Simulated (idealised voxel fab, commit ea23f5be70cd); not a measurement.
Process module, titled voxel air gaps
Square cell edge 5 nm, section width 200 nm, ID cut.
Throughout this document, each cross-section is represented as a grid of square cells and is presented as a sequence of bands enumerated from the top downward, where a band comprises one or more rows of cells. Top, bottom (nm), then materials left to right with widths (nm); lone material tagged "throughout" fills the whole band edge to edge; "blank" = empty space. We count height from 0. Below that, the starting wafer is all one material. The lowest band never ends at the bottom but goes on down; see "0 and below" for how that is written. So if you see something like "30..40" for the width, read it as the top row of the band sitting at the first number and the bottom row at the second, with every row in between moving by the same amount as the last. When a step is marked "identical to before", none of the cells in the cross-section changed during that step. The entry titled "Catalogued sealed voids" provides the empty spaces that have no open way to the top, restricted to those of 8 cells or more. Each is presented as width x height at distance, the distance being measured from the left edge, with all three in nm. Anything after a step's settings on that line? It's the simulator's own note about the step. If you see "overlay nm" on a step's line and that step has a mask, it's telling you how far right of where it was planned the mask ended up; a negative number means it went left instead.

## plan
1: op RECEIVE | material Si
2: op CONFORMAL_DEP | material SiO2 | thk nm 15
3: op CONFORMAL_DEP | material SiCN | thk nm 5
4: op DIRECTIONAL_DEP | material lowk | thk nm 30
5: op PATTERN | tone open | mask id LINES | material resist | width nm 20 | pitch nm 45 | thk nm 20 | overlay nm 0
6: op DIRECTIONAL_ETCH | etch materials lowk | depth nm 30
7: op STRIP | etch materials resist
8: op CONFORMAL_DEP | material TiN | thk nm 5
9: op FILL_DEP | material Ru | thk nm 5
10: op CMP | height nm 50
11: op EPI | material Ru | thk nm 10
12: op SELECTIVE_ETCH | etch materials lowk | depth nm 40
13: op CONFORMAL_DEP | material SiCN | thk nm 5

## Delivered wafer in cross-section: state after step 1
    0 and below: Si throughout
    Catalogued sealed voids: none

## Sectioned view, first of two wafers, at the close of the module, processed as intended in the plan
    65 down to 60: 30 blank, 140 SiCN, 30 blank
    60 down to 50: 30 blank, 5 SiCN, 40 Ru, 5 SiCN, 40 Ru, 5 SiCN, 40 Ru, 5 SiCN, 30 blank
    50 down to 45: 30 blank, 15 SiCN, 5 TiN, 10 Ru, 5 TiN, 25 SiCN, 5 TiN, 10 Ru, 5 TiN, 25 SiCN, 5 TiN, 10 Ru, 5 TiN, 15 SiCN, 30 blank
    45 down to 25: 40 blank, 5 SiCN, 5 TiN, 10 Ru, 5 TiN, 5 SiCN, 15 blank, 5 SiCN, 5 TiN, 10 Ru, 5 TiN, 5 SiCN, 15 blank, 5 SiCN, 5 TiN, 10 Ru, 5 TiN, 5 SiCN, 40 blank
    25 down to 20: 45 SiCN, 20 TiN, 25 SiCN, 20 TiN, 25 SiCN, 20 TiN, 45 SiCN
    20 down to 15: SiCN throughout
    15 down to 0: SiO2 throughout
    0 and below: Si throughout
    Catalogued sealed voids: 15 x 20 at 70; 15 x 20 at 115

## Wafer two cross-section, module end. Start and plan unchanged from wafer one; one mistake made during the run
    65 down to 60: SiCN throughout
    60 down to 50: Ru throughout
    50 down to 25: 40 Ru, 5 TiN, 20 lowk, 5 TiN, 15 Ru, 5 TiN, 20 lowk, 5 TiN, 15 Ru, 5 TiN, 20 lowk, 5 TiN, 40 Ru
    25 down to 20: 45 TiN, 20 lowk, 25 TiN, 20 lowk, 25 TiN, 20 lowk, 45 TiN
    20 down to 15: SiCN throughout
    15 down to 0: SiO2 throughout
    0 and below: Si throughout
    Catalogued sealed voids: none
Where did the run depart from the plan? contrary to plan, step 5 was performed as op PATTERN | tone cover | mask id LINES | material resist | width nm 20 | pitch nm 45 | thk nm 20 | overlay nm 0
Once processing is complete, comparing cell counts shows that the second wafer has more or fewer of certain materials than the first: Ru: 112 more, SiCN: 64 fewer, TiN: 16 more, lowk: 72 more
Final count of closed voids per wafer: 2 in the first, 0 in the second.
